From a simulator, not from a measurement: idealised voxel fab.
process module | voxel self aligned contacts
cross-section cut | 185 nm wide | cells 5 nm
A cross-section is a grid of square cells, given in bands from the top down. A band is one or more rows of cells.
Each band's line starts with the height of the band's top and of its bottom, in nm. Then come its materials from left to right, each with its width in nm. One material with "throughout" fills the band from edge to edge. "air" is empty space.
Height 0 is the level under which the wafer as received is all one material. The lowest band goes on downwards, as in "0 down".
A width such as "30 to 40" changes by the same amount from each row of cells to the next, from the band's top row to its bottom row.
"no change" after a step means that no cell of the cross-section changed.
closed voids: empty space of 8 cells or more with no open way to the top, each as width x height at its distance from the left edge, in nm
after a step's settings: what the simulator itself notes on the step
overlay nm, on a step with a mask: how far to the right of its planned place the mask lay; to the left if negative
plan
1 op RECEIVE | material Si
2 op CONFORMAL_DEP | material SiO2 | thk nm 5
3 op DIRECTIONAL_DEP | material polySi | thk nm 20
4 op DIRECTIONAL_DEP | material SiN | thk nm 15
5 op DIRECTIONAL_DEP | material aC | thk nm 10
6 op PATTERN | tone cover | mask id GATE | material resist | width nm 30 | pitch nm 65 | thk nm 30 | overlay nm 0
7 op DIRECTIONAL_ETCH | etch materials aC | depth nm 10
8 op STRIP | etch materials resist
9 op DIRECTIONAL_ETCH | etch materials SiN | depth nm 15
10 op DIRECTIONAL_ETCH | etch materials polySi | depth nm 20
11 op STRIP | etch materials aC
12 op CONFORMAL_DEP | material SiN | thk nm 5
13 op DIRECTIONAL_ETCH | etch materials SiN | depth nm 5
14 op FILL_DEP | material SiO2 | thk nm 15
15 op CMP | height nm 45
16 op DIRECTIONAL_DEP | material aC | thk nm 15
17 op PATTERN | tone open | mask id CONTACT | material resist | width nm 45 | thk nm 30 | overlay nm 0
18 op DIRECTIONAL_ETCH | etch materials aC | depth nm 15
19 op STRIP | etch materials resist
20 op DIRECTIONAL_ETCH | etch materials SiO2 | depth nm 45
21 op STRIP | etch materials aC
22 op CONFORMAL_DEP | material TiN | thk nm 5
23 op FILL_DEP | material W | thk nm 10
24 op CMP | height nm 45
25 op CONFORMAL_DEP | material SiCN | thk nm 5
as received, after step 1
  0 down: Si throughout
  closed voids: none
first wafer at the end, as planned
  50 to 45: SiCN throughout
  45 to 40: SiO2 70 | TiN 15 | W 15 | TiN 15 | SiO2 70
  40 to 25: SiO2 40 | SiN 40 | TiN 5 | W 15 | TiN 5 | SiN 40 | SiO2 40
  25 to 5: SiO2 40 | SiN 5 | polySi 30 | SiN 5 | TiN 5 | W 15 | TiN 5 | SiN 5 | polySi 30 | SiN 5 | SiO2 40
  5 to 0: SiO2 80 | TiN 25 | SiO2 80
  0 down: Si throughout
  closed voids: none
second wafer at the end: like start, like plan, one mistake
  50 to 45: SiCN throughout
  45 to 40: SiO2 70 | TiN 10 | W 25 | TiN 10 | SiO2 70
  40 to 25: SiO2 45 | SiN 30 | TiN 5 | W 25 | TiN 5 | SiN 30 | SiO2 45
  25 to 5: SiO2 45 | polySi 30 | TiN 5 | W 25 | TiN 5 | polySi 30 | SiO2 45
  5 to 0: SiO2 75 | TiN 35 | SiO2 75
  0 down: Si throughout
  closed voids: none
what went wrong: step 12 ran as: op CONFORMAL_DEP | material SiO2 | thk nm 5
at the end the second wafer has, in cells: 28 fewer of SiN | 12 more of SiO2 | 16 more of W
